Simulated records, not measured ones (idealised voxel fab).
You're looking at the process module voxel self aligned contacts.
The width of the displayed cross-section, cut, is 190 nm; its cells are square, with a size of 5 nm.
In this document a cross-section is written as a grid of square cells. It is given as a series of bands, listed from the top down, and a band is one or more rows of cells.
What a band's entry tells you: where the top is and where the bottom is, as heights in nm, and after that what lies inside, material by material from left to right, each with its width in nm. Empty space is written as the word "empty", and a single material marked with the word "everywhere" occupies the band from edge to edge.
All heights in this document are referenced to 0, defined as the level beneath which the wafer, as received, consists entirely of one material. The lowest band is not bounded below; it extends indefinitely downward and is written in the form "0 down".
Quick explanation for "30..40": the width changes in equal steps down the rows of cells, from the first number in the band's top row to the second number in its bottom row.
For the purposes of this document, the phrase "nothing got changed" attached to a step denotes that no cell within the cross-section was modified by that step.
Enclosed voids (no open way to top), threshold 8 cells or more, entry "Sealed cavities", notation width x height at distance, distance from left edge, nm.
It should be noted that, on the line of a given step, the content following the step's settings is a remark produced by the simulator itself with respect to that step.
When a step includes a mask, the "overlay nm" setting on its line states how far to the right of its planned place that mask lay, and negative values state how far to the left.
So here's the lineup of process steps we planned:
step 1: RECEIVE with material Si
step 2: OXIDIZE with depth nm 5
step 3: DIRECTIONAL_DEP with material polySi, thk nm 25
step 4: DIRECTIONAL_DEP with material SiN, thk nm 25
step 5: PATTERN with tone cover, mask id GATE, material resist, width nm 25, pitch nm 60, thk nm 20, overlay nm 0
step 6: DIRECTIONAL_ETCH with etch materials SiN, depth nm 25
step 7: DIRECTIONAL_ETCH with etch materials polySi, depth nm 25
step 8: STRIP with etch materials resist
step 9: CONFORMAL_DEP with material SiN, thk nm 10
step 10: DIRECTIONAL_ETCH with etch materials SiN, depth nm 10
step 11: FILL_DEP with material SiO2, thk nm 20
step 12: CMP with height nm 60
step 13: DIRECTIONAL_DEP with material aC, thk nm 10
step 14: PATTERN with tone open, mask id CONTACT, material resist, width nm 45, thk nm 25, overlay nm 0
step 15: DIRECTIONAL_ETCH with etch materials aC, depth nm 10
step 16: STRIP with etch materials resist
step 17: DIRECTIONAL_ETCH with etch materials SiO2, depth nm 65
step 18: STRIP with etch materials aC
step 19: CONFORMAL_DEP with material TiN, thk nm 5
step 20: FILL_DEP with material Ru, thk nm 10
step 21: CMP with height nm 60
step 22: CONFORMAL_DEP with material SiCN, thk nm 5
So this is the incoming wafer in cross-section - it's already been through step 1:
    0 down: Si everywhere
    Sealed cavities: none
First wafer of two, sectioned at end of module; run went per plan:
    65 to 60: SiCN everywhere
    60 to 50: SiO2=70, then TiN=5..20, then Ru=35..5, then TiN=5..20, then SiO2=75
    50 to 25: SiO2=40, then SiN=45, then TiN=5, then Ru=5, then TiN=5, then SiN=45, then SiO2=45
    25 to 0: SiO2=40, then SiN=10, then polySi=25, then SiN=10, then TiN=5, then Ru=5, then TiN=5, then SiN=10, then polySi=25, then SiN=10, then SiO2=45
    0 to -5: SiO2=85, then TiN=15, then SiO2=90
    -5 down: Si everywhere
    Sealed cavities: none
Cross-section, second wafer: same start as the first, same plan as the first, one mistake in running it; taken at the end of the module:
    65 to 60: SiCN everywhere
    60 to 55: SiO2=70, then TiN=5, then Ru=35, then TiN=5, then SiO2=75
    55 to 50: SiO2=70, then TiN=45, then SiO2=75
    50 to 25: SiN=60, then SiO2=5, then SiN=55, then SiO2=5, then SiN=65
    25 to 0: polySi=50, then SiN=10, then SiO2=5, then SiN=10, then polySi=35, then SiN=10, then SiO2=5, then SiN=10, then polySi=55
    0 to -5: SiO2 everywhere
    -5 down: Si everywhere
    Sealed cavities: none
Diagnosis: rather than as planned, step 5 actually ran as PATTERN with tone open, mask id GATE, material resist, width nm 25, pitch nm 60, thk nm 20, overlay nm 0
Looking at both finished wafers in cells, the second ends up ahead of or behind the first on some materials: -11 Ru | +90 SiN | -147 SiO2 | -22 TiN | +90 polySi
